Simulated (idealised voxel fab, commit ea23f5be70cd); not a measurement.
process module | voxel ribs on slabs
cross-section cut | 155 nm wide | cells 5 nm
A cross-section is a grid of square cells, given in bands from the top down. A band is one or more rows of cells.
Each band's line starts with the height of the band's top and of its bottom, in nm. Then come its materials from left to right, each with its width in nm. One material with "throughout" fills the band from edge to edge. "air" is empty space.
Height 0 is the level under which the wafer as received is all one material. The lowest band goes on downwards, as in "0 down".
A width such as "30 to 40" changes by the same amount from each row of cells to the next, from the band's top row to its bottom row.
"no change" after a step means that no cell of the cross-section changed.
closed voids: empty space of 8 cells or more with no open way to the top, each as width x height at its distance from the left edge, in nm
after a step's settings: what the simulator itself notes on the step
overlay nm, on a step with a mask: how far to the right of its planned place the mask lay; to the left if negative
plan
1 op RECEIVE | material Si
2 op DIRECTIONAL_DEP | material SiO2 | thk nm 25
3 op DIRECTIONAL_DEP | material SiN | thk nm 20
4 op DIRECTIONAL_DEP | material aC | thk nm 10
5 op PATTERN | tone cover | mask id RIB | material resist | width nm 30 | thk nm 25 | overlay nm 0
6 op DIRECTIONAL_ETCH | etch materials aC | depth nm 10
7 op STRIP | etch materials resist
8 op DIRECTIONAL_ETCH | etch materials SiN | depth nm 5
9 op STRIP | etch materials aC
10 op MASKED_ETCH | tone cover | mask id SLAB | width nm 90 | etch materials SiN | depth nm 15 | overlay nm 0
11 op FILL_DEP | material SiO2 | thk nm 25
12 op CMP | height nm 60
13 op DIRECTIONAL_DEP | material W | thk nm 5
14 op DIRECTIONAL_DEP | material aC | thk nm 15
15 op PATTERN | tone cover | mask id HEATER | material resist | width nm 40 | thk nm 30 | overlay nm 0
16 op DIRECTIONAL_ETCH | etch materials aC | depth nm 15
17 op STRIP | etch materials resist
18 op DIRECTIONAL_ETCH | etch materials W | depth nm 5
19 op STRIP | etch materials aC
20 op CONFORMAL_DEP | material SiO2 | thk nm 10
first wafer, as planned
as received, after step 1
  0 down: Si throughout
  closed voids: none
after step 2
  25 to 0: SiO2 throughout
  below 0: unchanged
after step 3
  45 to 25: SiN throughout
  below 25: unchanged
after step 4
  55 to 45: aC throughout
  below 45: unchanged
after step 5
  80 to 55: air 60 | resist 30 | air 65
  below 55: unchanged
after step 6
  70 to 55: air 60 | resist 30 | air 65
  55 to 45: air 60 | aC 30 | air 65
  below 45: unchanged
after step 7
  55 to 45: air 60 | aC 30 | air 65
  below 45: unchanged
after step 8
  55 to 45: air 60 | aC 30 | air 65
  45 to 40: air 60 | SiN 30 | air 65
  below 40: unchanged
after step 9
  45 to 40: air 60 | SiN 30 | air 65
  below 40: unchanged
after step 10
  45 to 40: air 60 | SiN 30 | air 65
  40 to 25: air 30 | SiN 90 | air 35
  below 25: unchanged
after step 11
  70 to 45: SiO2 throughout
  45 to 40: SiO2 60 | SiN 30 | SiO2 65
  40 to 25: SiO2 30 | SiN 90 | SiO2 35
  below 25: unchanged
after step 12
  60 to 45: SiO2 throughout
  below 45: unchanged
after step 13
  65 to 60: W throughout
  below 60: unchanged
after step 14
  80 to 65: aC throughout
  below 65: unchanged
after step 15
  110 to 80: air 55 | resist 40 | air 60
  below 80: unchanged
after step 16
  95 to 80: air 55 | resist 40 | air 60
  80 to 65: air 55 | aC 40 | air 60
  below 65: unchanged
after step 17
  80 to 65: air 55 | aC 40 | air 60
  below 65: unchanged
after step 18
  80 to 65: air 55 | aC 40 | air 60
  65 to 60: air 55 | W 40 | air 60
  below 60: unchanged
after step 19
  65 to 60: air 55 | W 40 | air 60
  below 60: unchanged
after step 20
  75 to 70: air 45 | SiO2 60 | air 50
  70 to 65: SiO2 throughout
  65 to 60: SiO2 55 | W 40 | SiO2 60
  below 60: unchanged
second wafer: like start, like plan, one mistake. Through step 2 it matches the first wafer
when step 3 should have ended
  35 to 25: aC throughout
  below 25: unchanged
when step 4 should have ended
  55 to 35: SiN throughout
  below 35: unchanged
when step 5 should have ended
  80 to 55: air 60 | resist 30 | air 65
  below 55: unchanged
when step 6 should have ended
  70 to 55: air 60 | resist 30 | air 65
  below 55: unchanged
when step 7 should have ended
  55 to 35: SiN throughout
  below 35: unchanged
when step 8 should have ended
  50 to 35: SiN throughout
  below 35: unchanged
when step 9 should have ended: no change
when step 10 should have ended
  50 to 35: air 30 | SiN 90 | air 35
  below 35: unchanged
when step 11 should have ended
  75 to 50: SiO2 throughout
  50 to 35: SiO2 30 | SiN 90 | SiO2 35
  below 35: unchanged
when step 12 should have ended
  60 to 50: SiO2 throughout
  below 50: unchanged
when step 13 should have ended
  65 to 60: W throughout
  below 60: unchanged
when step 14 should have ended
  80 to 65: aC throughout
  below 65: unchanged
when step 15 should have ended
  110 to 80: air 55 | resist 40 | air 60
  below 80: unchanged
when step 16 should have ended
  95 to 80: air 55 | resist 40 | air 60
  80 to 65: air 55 | aC 40 | air 60
  below 65: unchanged
when step 17 should have ended
  80 to 65: air 55 | aC 40 | air 60
  below 65: unchanged
when step 18 should have ended
  80 to 65: air 55 | aC 40 | air 60
  65 to 60: air 55 | W 40 | air 60
  below 60: unchanged
when step 19 should have ended
  65 to 60: air 55 | W 40 | air 60
  below 60: unchanged
when step 20 should have ended
  75 to 70: air 45 | SiO2 60 | air 50
  70 to 65: SiO2 throughout
  65 to 60: SiO2 55 | W 40 | SiO2 60
  below 60: unchanged
what went wrong: steps 3 and 4 were swapped
at the end the second wafer has, in cells: 6 fewer of SiN | 56 fewer of SiO2 | 62 more of aC
